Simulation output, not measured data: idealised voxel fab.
process module | voxel double patterning
cross-section cut | 175 nm wide | cells 5 nm
A cross-section is a grid of square cells, given in bands from the top down. A band is one or more rows of cells.
Each band's line starts with the height of the band's top and of its bottom, in nm. Then come its materials from left to right, each with its width in nm. One material with "throughout" fills the band from edge to edge. "air" is empty space.
Height 0 is the level under which the wafer as received is all one material. The lowest band goes on downwards, as in "0 down".
A width such as "30 to 40" changes by the same amount from each row of cells to the next, from the band's top row to its bottom row.
"no change" after a step means that no cell of the cross-section changed.
closed voids: empty space of 8 cells or more with no open way to the top, each as width x height at its distance from the left edge, in nm
after a step's settings: what the simulator itself notes on the step
overlay nm, on a step with a mask: how far to the right of its planned place the mask lay; to the left if negative
plan
1 op RECEIVE | material Si
2 op CONFORMAL_DEP | material SiN | thk nm 10
3 op DIRECTIONAL_DEP | material SiO2 | thk nm 15
4 op DIRECTIONAL_DEP | material SiCN | thk nm 5
5 op MASKED_ETCH | tone open | mask id FIRST | width nm 15 | pitch nm 50 | etch materials SiCN | depth nm 5 | overlay nm 0
6 op DIRECTIONAL_DEP | material aC | thk nm 15
7 op PATTERN | tone open | mask id SECOND | material resist | width nm 15 | thk nm 35 | overlay nm 0
8 op DIRECTIONAL_ETCH | etch materials aC | depth nm 15
9 op STRIP | etch materials resist
10 op DIRECTIONAL_ETCH | etch materials SiCN | depth nm 5
11 op STRIP | etch materials aC
12 op DIRECTIONAL_ETCH | etch materials SiO2 | depth nm 15
13 op STRIP | etch materials SiCN
as received, after step 1
  0 down: Si throughout
  closed voids: none
a wafer at the end: this start, this plan, one mistake
  25 to 10: SiO2 50 | air 25 | SiO2 5 | air 15 | SiO2 5 | air 25 | SiO2 50
  10 to 0: SiN throughout
  0 down: Si throughout
  closed voids: none
what went wrong: step 5 ran as: op MASKED_ETCH | tone open | mask id FIRST | width nm 25 | pitch nm 50 | etch materials SiCN | depth nm 5 | overlay nm 0
